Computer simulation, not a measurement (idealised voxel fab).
The following process module bears the name voxel capacitor over wiring.
Cross-section cut spans 175 nm and uses square cells 5 nm in size.
Cross-section layout: square cells on a grid; listed as bands, top to bottom; a band spans one or more cell rows. First you get the band's top height and its bottom height, in nm, and then the materials it's made of, left to right, with each width in nm. If you see a single material with "edge to edge", that one covers the band edge to edge. "air" is empty space. The reference from which all heights are counted is 0, the level beneath which the as-received wafer is entirely one material; the lowest band, having no lower bound, proceeds downward and is written after the example "top 0, no bottom". Width spec "30->40" -> top row of cells at first value, bottom row at second value, equal per-row change in between. Given "no change occurred" for a step, no cell of the cross-section differs between before and after that step. "Sealed void listing" - sealed voids, min. 8 cells, no opening to top; format: width x height at distance (distance from left edge; nm throughout). Text after the settings on a step's line: the simulator's own remark on that step. overlay nm: mask right of planned place by this much (step with mask). Neg. = left.
Process steps (planned):
1) op RECEIVE | material Si
2) op CONFORMAL_DEP | material SiO2 | thk nm 15
3) op DIRECTIONAL_DEP | material TiN | thk nm 5
4) op DIRECTIONAL_DEP | material Ru | thk nm 20
5) op PATTERN | tone cover | mask id METAL_1 | material resist | width nm 20 | pitch nm 70 | thk nm 15 | overlay nm 0
6) op DIRECTIONAL_ETCH | etch materials Ru | depth nm 20
7) op DIRECTIONAL_ETCH | etch materials TiN | depth nm 5
8) op STRIP | etch materials resist
9) op FILL_DEP | material lowk | thk nm 10
10) op CMP | height nm 40
11) op CONFORMAL_DEP | material SiCN | thk nm 5
12) op DIRECTIONAL_DEP | material SiO2 | thk nm 20
13) op PATTERN | tone open | mask id PLUG_1 | material resist | width nm 15 | thk nm 20 | overlay nm 0
14) op DIRECTIONAL_ETCH | etch materials SiO2 | depth nm 20
15) op DIRECTIONAL_ETCH | etch materials SiCN | depth nm 5
16) op STRIP | etch materials resist
17) op CONFORMAL_DEP | material TiN | thk nm 5
18) op FILL_DEP | material Ru | thk nm 10
19) op CMP | height nm 65
20) op DIRECTIONAL_DEP | material TiN | thk nm 5
21) op DIRECTIONAL_DEP | material SiN | thk nm 5
22) op DIRECTIONAL_DEP | material TiN | thk nm 5
23) op PATTERN | tone cover | mask id UPPER_PLATE | material resist | width nm 55 | thk nm 20 | overlay nm 0
24) op DIRECTIONAL_ETCH | etch materials TiN | depth nm 5
25) op DIRECTIONAL_ETCH | etch materials SiN | depth nm 5
26) op STRIP | etch materials resist
27) op MASKED_ETCH | tone cover | mask id LOWER_PLATE | width nm 65 | etch materials TiN | depth nm 5 | overlay nm 0
28) op FILL_DEP | material SiO2 | thk nm 15
29) op CMP | height nm 90
30) op DIRECTIONAL_DEP | material aC | thk nm 10
31) op PATTERN | tone open | mask id PLUG_2 | material resist | width nm 15 | thk nm 25 | overlay nm 0
32) op DIRECTIONAL_ETCH | etch materials aC | depth nm 10
33) op STRIP | etch materials resist
34) op DIRECTIONAL_ETCH | etch materials SiO2 | depth nm 10
35) op STRIP | etch materials aC
36) op CONFORMAL_DEP | material TiN | thk nm 5
37) op FILL_DEP | material W | thk nm 5
38) op CMP | height nm 90
39) op CONFORMAL_DEP | material SiCN | thk nm 5
Step 1 complete: cross-section of the wafer as received:
top 0, no bottom: Si edge to edge
Sealed void listing: none
The cross-section shown corresponds to the wafer at the conclusion of the module. The initial structure and the process plan are those presented above; however, one mistake occurred in executing the plan:
top 95, bottom 90: SiCN edge to edge
top 90, bottom 85: SiO2=55, TiN=5, W=5, TiN=5, SiO2=105
top 85, bottom 75: SiO2=55->45, TiN=15->55, SiO2=105->75
top 75, bottom 70: SiO2=45, SiN=55, SiO2=75
top 70, bottom 65: SiO2=40, TiN=65, SiO2=70
top 65, bottom 45: SiO2=45, TiN=5, Ru=5, TiN=5, SiO2=115
top 45, bottom 40: SiCN=45, TiN=15, SiCN=115
top 40, bottom 35: lowk=40, Ru=20, lowk=50, Ru=20, lowk=45
top 35, bottom 30: lowk=40, TiN=20, lowk=50, TiN=20, lowk=45
top 30, bottom 0: SiO2 edge to edge
top 0, no bottom: Si edge to edge
Sealed void listing: none
Error vs. plan: execution of plan step 2 occurred twice
